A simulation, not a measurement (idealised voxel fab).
The following process module bears the name voxel wiring stack.
Cross-section cut: width 155 nm, square cells of 5 nm.
In what follows, cross-sections appear as grids of square cells, described through bands that run from the top down, where every band is one or more rows of cells. Read a band's entry like this: the first values are the height of its top and the height of its bottom in nm, and what follows is the sequence of materials from left to right, each with its width in nm. Note that "air" is empty space, and that a single material marked "all across" reaches across the band from edge to edge. Note: height 0 marks the level under which the wafer is uniformly one material as received. Lowest band unbounded below, written "z 0 and below". Top row gets the first number, bottom row gets the second, and each row in between changes by the same step: that is how a band width like "30..40" works. Basically "same as before" means that step didn't change any cell in the cross-section. Reported under the label "Closed void listing" are the empty spaces having no open way to the top and comprising 8 cells or more; the notation for each is width x height at distance, in which the distance is measured from the left edge and all three values are in nm. Anything after a step's settings on that line? It's the simulator's own note about the step. overlay nm: right-of-plan distance of the mask on a masked step; negative values mean left-of-plan.

STEPS IN THE PROCESS PLAN
1,RECEIVE [material Si]
2,CONFORMAL_DEP [material SiO2] [thk nm 15]
3,CONFORMAL_DEP [material SiN] [thk nm 5]
4,DIRECTIONAL_DEP [material SiO2] [thk nm 25]
5,DIRECTIONAL_DEP [material aC] [thk nm 10]
6,PATTERN [tone open] [mask id METAL_1] [material resist] [width nm 25] [pitch nm 45] [thk nm 25] [overlay nm 0]
7,DIRECTIONAL_ETCH [etch materials aC] [depth nm 10]
8,STRIP [etch materials resist]
9,DIRECTIONAL_ETCH [etch materials SiO2] [depth nm 25]
10,DIRECTIONAL_ETCH [etch materials SiN] [depth nm 5]
11,STRIP [etch materials aC]
12,CONFORMAL_DEP [material TiN] [thk nm 5]
13,FILL_DEP [material Ru] [thk nm 5]
14,CMP [height nm 45]
15,CONFORMAL_DEP [material SiCN] [thk nm 5]
16,DIRECTIONAL_DEP [material lowk] [thk nm 25]
17,DIRECTIONAL_DEP [material aC] [thk nm 10]
18,PATTERN [tone open] [mask id METAL_2_HOLES] [material resist] [width nm 15] [pitch nm 45] [thk nm 30] [overlay nm 0]
19,DIRECTIONAL_ETCH [etch materials aC] [depth nm 10]
20,STRIP [etch materials resist]
21,DIRECTIONAL_ETCH [etch materials lowk] [depth nm 25]
22,STRIP [etch materials aC]
23,MASKED_ETCH [tone open] [mask id METAL_2] [width nm 25] [pitch nm 45] [etch materials lowk] [depth nm 15] [overlay nm 0]
24,MASKED_ETCH [tone open] [mask id METAL_2] [width nm 25] [pitch nm 45] [etch materials SiCN] [depth nm 5] [overlay nm 0]
25,CONFORMAL_DEP [material TiN] [thk nm 5]
26,FILL_DEP [material Cu] [thk nm 10]
27,CMP [height nm 75]
28,CONFORMAL_DEP [material SiCN] [thk nm 5]
29,DIRECTIONAL_DEP [material SiO2] [thk nm 35]
30,PATTERN [tone open] [mask id METAL_3_HOLES] [material resist] [width nm 15] [thk nm 20] [overlay nm 0]
31,DIRECTIONAL_ETCH [etch materials SiO2] [depth nm 35]
32,STRIP [etch materials resist]
33,PATTERN [tone open] [mask id METAL_3] [material resist] [width nm 25] [pitch nm 45] [thk nm 15] [overlay nm 0]
34,DIRECTIONAL_ETCH [etch materials SiO2] [depth nm 20]
35,DIRECTIONAL_ETCH [etch materials SiCN] [depth nm 5]
36,STRIP [etch materials resist]
37,CONFORMAL_DEP [material TiN] [thk nm 5]
38,FILL_DEP [material Cu] [thk nm 5]
39,CMP [height nm 115]
40,CONFORMAL_DEP [material SiN] [thk nm 5]

FIRST OF TWO WAFERS - AS PLANNED

STEP 1 COMPLETE: CROSS-SECTION OF THE WAFER AS RECEIVED
  z 0 and below | Si all across
  Closed void listing: none

STATE OF THE WAFER AFTER STEP 2, SHOWN IN CROSS-SECTION
  z 15 to 0 | SiO2 all across
  Anything lower than 0 is untouched.

STATE OF THE WAFER AFTER STEP 3, SHOWN IN CROSS-SECTION
  z 20 to 15 | SiN all across
  Anything lower than 15 is untouched.

STATE OF THE WAFER AFTER STEP 4, SHOWN IN CROSS-SECTION
  z 45 to 20 | SiO2 all across
  Anything lower than 20 is untouched.

STATE OF THE WAFER AFTER STEP 5, SHOWN IN CROSS-SECTION
  z 55 to 45 | aC all across
  Anything lower than 45 is untouched.

STATE OF THE WAFER AFTER STEP 6, SHOWN IN CROSS-SECTION
  z 80 to 55 | 40 of resist  25 of air  20 of resist  25 of air  45 of resist
  Anything lower than 55 is untouched.

STATE OF THE WAFER AFTER STEP 7, SHOWN IN CROSS-SECTION
  z 70 to 55 | 40 of resist  25 of air  20 of resist  25 of air  45 of resist
  z 55 to 45 | 40 of aC  25 of air  20 of aC  25 of air  45 of aC
  Anything lower than 45 is untouched.

STATE OF THE WAFER AFTER STEP 8, SHOWN IN CROSS-SECTION
  z 55 to 45 | 40 of aC  25 of air  20 of aC  25 of air  45 of aC
  Anything lower than 45 is untouched.

STATE OF THE WAFER AFTER STEP 9, SHOWN IN CROSS-SECTION
  z 55 to 45 | 40 of aC  25 of air  20 of aC  25 of air  45 of aC
  z 45 to 20 | 40 of SiO2  25 of air  20 of SiO2  25 of air  45 of SiO2
  Anything lower than 20 is untouched.

STATE OF THE WAFER AFTER STEP 10, SHOWN IN CROSS-SECTION
  z 55 to 45 | 40 of aC  25 of air  20 of aC  25 of air  45 of aC
  z 45 to 20 | 40 of SiO2  25 of air  20 of SiO2  25 of air  45 of SiO2
  z 20 to 15 | 40 of SiN  25 of air  20 of SiN  25 of air  45 of SiN
  Anything lower than 15 is untouched.

STATE OF THE WAFER AFTER STEP 11, SHOWN IN CROSS-SECTION
  z 45 to 20 | 40 of SiO2  25 of air  20 of SiO2  25 of air  45 of SiO2
  Anything lower than 20 is untouched.

STATE OF THE WAFER AFTER STEP 12, SHOWN IN CROSS-SECTION
  z 50 to 45 | 45 of TiN  15 of air  30 of TiN  15 of air  50 of TiN
  z 45 to 20 | 40 of SiO2  5 of TiN  15 of air  5 of TiN  20 of SiO2  5 of TiN  15 of air  5 of TiN  45 of SiO2
  z 20 to 15 | 40 of SiN  25 of TiN  20 of SiN  25 of TiN  45 of SiN
  Anything lower than 15 is untouched.

STATE OF THE WAFER AFTER STEP 13, SHOWN IN CROSS-SECTION
  z 55 to 50 | Ru all across
  z 50 to 45 | 45 of TiN  15 of Ru  30 of TiN  15 of Ru  50 of TiN
  z 45 to 20 | 40 of SiO2  5 of TiN  15 of Ru  5 of TiN  20 of SiO2  5 of TiN  15 of Ru  5 of TiN  45 of SiO2
  Anything lower than 20 is untouched.

STATE OF THE WAFER AFTER STEP 14, SHOWN IN CROSS-SECTION
  z 45 to 20 | 40 of SiO2  5 of TiN  15 of Ru  5 of TiN  20 of SiO2  5 of TiN  15 of Ru  5 of TiN  45 of SiO2
  Anything lower than 20 is untouched.

STATE OF THE WAFER AFTER STEP 15, SHOWN IN CROSS-SECTION
  z 50 to 45 | SiCN all across
  Anything lower than 45 is untouched.

STATE OF THE WAFER AFTER STEP 16, SHOWN IN CROSS-SECTION
  z 75 to 50 | lowk all across
  Anything lower than 50 is untouched.

STATE OF THE WAFER AFTER STEP 17, SHOWN IN CROSS-SECTION
  z 85 to 75 | aC all across
  Anything lower than 75 is untouched.

STATE OF THE WAFER AFTER STEP 18, SHOWN IN CROSS-SECTION
  z 115 to 85 | 40 of resist  15 of air  30 of resist  15 of air  55 of resist
  Anything lower than 85 is untouched.

STATE OF THE WAFER AFTER STEP 19, SHOWN IN CROSS-SECTION
  z 105 to 85 | 40 of resist  15 of air  30 of resist  15 of air  55 of resist
  z 85 to 75 | 40 of aC  15 of air  30 of aC  15 of air  55 of aC
  Anything lower than 75 is untouched.

STATE OF THE WAFER AFTER STEP 20, SHOWN IN CROSS-SECTION
  z 85 to 75 | 40 of aC  15 of air  30 of aC  15 of air  55 of aC
  Anything lower than 75 is untouched.

STATE OF THE WAFER AFTER STEP 21, SHOWN IN CROSS-SECTION
  z 85 to 75 | 40 of aC  15 of air  30 of aC  15 of air  55 of aC
  z 75 to 50 | 40 of lowk  15 of air  30 of lowk  15 of air  55 of lowk
  Anything lower than 50 is untouched.

STATE OF THE WAFER AFTER STEP 22, SHOWN IN CROSS-SECTION
  z 75 to 50 | 40 of lowk  15 of air  30 of lowk  15 of air  55 of lowk
  Anything lower than 50 is untouched.

STATE OF THE WAFER AFTER STEP 23, SHOWN IN CROSS-SECTION
  z 75 to 60 | 40 of lowk  25 of air  20 of lowk  25 of air  45 of lowk
  Anything lower than 60 is untouched.

STATE OF THE WAFER AFTER STEP 24, SHOWN IN CROSS-SECTION
  z 75 to 60 | 40 of lowk  25 of air  20 of lowk  25 of air  45 of lowk
  z 60 to 50 | 40 of lowk  15 of air  30 of lowk  15 of air  55 of lowk
  z 50 to 45 | 40 of SiCN  15 of air  30 of SiCN  15 of air  55 of SiCN
  Anything lower than 45 is untouched.

STATE OF THE WAFER AFTER STEP 25, SHOWN IN CROSS-SECTION
  z 80 to 75 | 45 of TiN  15 of air  30 of TiN  15 of air  50 of TiN
  z 75 to 65 | 40 of lowk  5 of TiN  15 of air  5 of TiN  20 of lowk  5 of TiN  15 of air  5 of TiN  45 of lowk
  z 65 to 60 | 40 of lowk  5 of TiN  5 of air  15 of TiN  20 of lowk  5 of TiN  5 of air  15 of TiN  45 of lowk
  z 60 to 50 | 40 of lowk  5 of TiN  5 of air  5 of TiN  30 of lowk  5 of TiN  5 of air  5 of TiN  55 of lowk
  z 50 to 45 | 40 of SiCN  15 of TiN  30 of SiCN  15 of TiN  55 of SiCN
  Anything lower than 45 is untouched.

STATE OF THE WAFER AFTER STEP 26, SHOWN IN CROSS-SECTION
  z 90 to 80 | Cu all across
  z 80 to 75 | 45 of TiN  15 of Cu  30 of TiN  15 of Cu  50 of TiN
  z 75 to 65 | 40 of lowk  5 of TiN  15 of Cu  5 of TiN  20 of lowk  5 of TiN  15 of Cu  5 of TiN  45 of lowk
  z 65 to 60 | 40 of lowk  5 of TiN  5 of Cu  15 of TiN  20 of lowk  5 of TiN  5 of Cu  15 of TiN  45 of lowk
  z 60 to 50 | 40 of lowk  5 of TiN  5 of Cu  5 of TiN  30 of lowk  5 of TiN  5 of Cu  5 of TiN  55 of lowk
  Anything lower than 50 is untouched.

STATE OF THE WAFER AFTER STEP 27, SHOWN IN CROSS-SECTION
  z 75 to 65 | 40 of lowk  5 of TiN  15 of Cu  5 of TiN  20 of lowk  5 of TiN  15 of Cu  5 of TiN  45 of lowk
  Anything lower than 65 is untouched.

STATE OF THE WAFER AFTER STEP 28, SHOWN IN CROSS-SECTION
  z 80 to 75 | SiCN all across
  Anything lower than 75 is untouched.

STATE OF THE WAFER AFTER STEP 29, SHOWN IN CROSS-SECTION
  z 115 to 80 | SiO2 all across
  Anything lower than 80 is untouched.

STATE OF THE WAFER AFTER STEP 30, SHOWN IN CROSS-SECTION
  z 135 to 115 | 40 of resist  15 of air  100 of resist
  Anything lower than 115 is untouched.

STATE OF THE WAFER AFTER STEP 31, SHOWN IN CROSS-SECTION
  z 135 to 115 | 40 of resist  15 of air  100 of resist
  z 115 to 80 | 40 of SiO2  15 of air  100 of SiO2
  Anything lower than 80 is untouched.

STATE OF THE WAFER AFTER STEP 32, SHOWN IN CROSS-SECTION
  z 115 to 80 | 40 of SiO2  15 of air  100 of SiO2
  Anything lower than 80 is untouched.

STATE OF THE WAFER AFTER STEP 33, SHOWN IN CROSS-SECTION
  z 130 to 115 | 40 of resist  25 of air  20 of resist  25 of air  45 of resist
  Anything lower than 115 is untouched.

STATE OF THE WAFER AFTER STEP 34, SHOWN IN CROSS-SECTION
  z 130 to 115 | 40 of resist  25 of air  20 of resist  25 of air  45 of resist
  z 115 to 95 | 40 of SiO2  25 of air  20 of SiO2  25 of air  45 of SiO2
  Anything lower than 95 is untouched.

STATE OF THE WAFER AFTER STEP 35, SHOWN IN CROSS-SECTION
  z 130 to 115 | 40 of resist  25 of air  20 of resist  25 of air  45 of resist
  z 115 to 95 | 40 of SiO2  25 of air  20 of SiO2  25 of air  45 of SiO2
  z 95 to 80 | 40 of SiO2  15 of air  100 of SiO2
  z 80 to 75 | 40 of SiCN  15 of air  100 of SiCN
  Anything lower than 75 is untouched.

STATE OF THE WAFER AFTER STEP 36, SHOWN IN CROSS-SECTION
  z 115 to 95 | 40 of SiO2  25 of air  20 of SiO2  25 of air  45 of SiO2
  Anything lower than 95 is untouched.

STATE OF THE WAFER AFTER STEP 37, SHOWN IN CROSS-SECTION
  z 120 to 115 | 45 of TiN  15 of air  30 of TiN  15 of air  50 of TiN
  z 115 to 100 | 40 of SiO2  5 of TiN  15 of air  5 of TiN  20 of SiO2  5 of TiN  15 of air  5 of TiN  45 of SiO2
  z 100 to 95 | 40 of SiO2  5 of TiN  5 of air  15 of TiN  20 of SiO2  25 of TiN  45 of SiO2
  z 95 to 80 | 40 of SiO2  5 of TiN  5 of air  5 of TiN  100 of SiO2
  z 80 to 75 | 40 of SiCN  15 of TiN  100 of SiCN
  Anything lower than 75 is untouched.

STATE OF THE WAFER AFTER STEP 38, SHOWN IN CROSS-SECTION
  z 125 to 120 | Cu all across
  z 120 to 115 | 45 of TiN  15 of Cu  30 of TiN  15 of Cu  50 of TiN
  z 115 to 100 | 40 of SiO2  5 of TiN  15 of Cu  5 of TiN  20 of SiO2  5 of TiN  15 of Cu  5 of TiN  45 of SiO2
  z 100 to 95 | 40 of SiO2  5 of TiN  5 of Cu  15 of TiN  20 of SiO2  25 of TiN  45 of SiO2
  z 95 to 80 | 40 of SiO2  5 of TiN  5 of Cu  5 of TiN  100 of SiO2
  Anything lower than 80 is untouched.

STATE OF THE WAFER AFTER STEP 39, SHOWN IN CROSS-SECTION
  z 115 to 100 | 40 of SiO2  5 of TiN  15 of Cu  5 of TiN  20 of SiO2  5 of TiN  15 of Cu  5 of TiN  45 of SiO2
  Anything lower than 100 is untouched.

STATE OF THE WAFER AFTER STEP 40, SHOWN IN CROSS-SECTION
  z 120 to 115 | SiN all across
  Anything lower than 115 is untouched.

WAFER TWO OF TWO - SAME STARTING POINT, SAME PROCESS PLAN, ONE MISTAKE IN EXECUTION; MATCHES WAFER ONE UP TO AND INCLUDING STEP 29

CROSS-SECTION, SECOND WAFER, AT THE END TIME THE PLAN GIVES FOR STEP 30
  z 135 to 115 | 40 of resist  20 of air  95 of resist
  Anything lower than 115 is untouched.

CROSS-SECTION, SECOND WAFER, AT THE END TIME THE PLAN GIVES FOR STEP 31
  z 135 to 115 | 40 of resist  20 of air  95 of resist
  z 115 to 80 | 40 of SiO2  20 of air  95 of SiO2
  Anything lower than 80 is untouched.

CROSS-SECTION, SECOND WAFER, AT THE END TIME THE PLAN GIVES FOR STEP 32
  z 115 to 80 | 40 of SiO2  20 of air  95 of SiO2
  Anything lower than 80 is untouched.

CROSS-SECTION, SECOND WAFER, AT THE END TIME THE PLAN GIVES FOR STEP 33
  z 130 to 115 | 40 of resist  25 of air  20 of resist  25 of air  45 of resist
  Anything lower than 115 is untouched.

CROSS-SECTION, SECOND WAFER, AT THE END TIME THE PLAN GIVES FOR STEP 34
  z 130 to 115 | 40 of resist  25 of air  20 of resist  25 of air  45 of resist
  z 115 to 95 | 40 of SiO2  25 of air  20 of SiO2  25 of air  45 of SiO2
  Anything lower than 95 is untouched.

CROSS-SECTION, SECOND WAFER, AT THE END TIME THE PLAN GIVES FOR STEP 35
  z 130 to 115 | 40 of resist  25 of air  20 of resist  25 of air  45 of resist
  z 115 to 95 | 40 of SiO2  25 of air  20 of SiO2  25 of air  45 of SiO2
  z 95 to 80 | 40 of SiO2  20 of air  95 of SiO2
  z 80 to 75 | 40 of SiCN  20 of air  95 of SiCN
  Anything lower than 75 is untouched.

CROSS-SECTION, SECOND WAFER, AT THE END TIME THE PLAN GIVES FOR STEP 36
  z 115 to 95 | 40 of SiO2  25 of air  20 of SiO2  25 of air  45 of SiO2
  Anything lower than 95 is untouched.

CROSS-SECTION, SECOND WAFER, AT THE END TIME THE PLAN GIVES FOR STEP 37
  z 120 to 115 | 45 of TiN  15 of air  30 of TiN  15 of air  50 of TiN
  z 115 to 100 | 40 of SiO2  5 of TiN  15 of air  5 of TiN  20 of SiO2  5 of TiN  15 of air  5 of TiN  45 of SiO2
  z 100 to 95 | 40 of SiO2  5 of TiN  10 of air  10 of TiN  20 of SiO2  25 of TiN  45 of SiO2
  z 95 to 80 | 40 of SiO2  5 of TiN  10 of air  5 of TiN  95 of SiO2
  z 80 to 75 | 40 of SiCN  20 of TiN  95 of SiCN
  Anything lower than 75 is untouched.

CROSS-SECTION, SECOND WAFER, AT THE END TIME THE PLAN GIVES FOR STEP 38
  z 125 to 120 | Cu all across
  z 120 to 115 | 45 of TiN  15 of Cu  30 of TiN  15 of Cu  50 of TiN
  z 115 to 100 | 40 of SiO2  5 of TiN  15 of Cu  5 of TiN  20 of SiO2  5 of TiN  15 of Cu  5 of TiN  45 of SiO2
  z 100 to 95 | 40 of SiO2  5 of TiN  10 of Cu  10 of TiN  20 of SiO2  25 of TiN  45 of SiO2
  z 95 to 80 | 40 of SiO2  5 of TiN  10 of Cu  5 of TiN  95 of SiO2
  Anything lower than 80 is untouched.

CROSS-SECTION, SECOND WAFER, AT THE END TIME THE PLAN GIVES FOR STEP 39
  z 115 to 100 | 40 of SiO2  5 of TiN  15 of Cu  5 of TiN  20 of SiO2  5 of TiN  15 of Cu  5 of TiN  45 of SiO2
  Anything lower than 100 is untouched.

CROSS-SECTION, SECOND WAFER, AT THE END TIME THE PLAN GIVES FOR STEP 40
  z 120 to 115 | SiN all across
  Anything lower than 115 is untouched.
What was the processing mistake? in deviation from the planned setting, step 30 was conducted as PATTERN [tone open] [mask id METAL_3_HOLES] [material resist] [width nm 20] [thk nm 20] [overlay nm 0]
at the end the second wafer has, in cells: +4 Cu | -1 SiCN | -3 SiO2
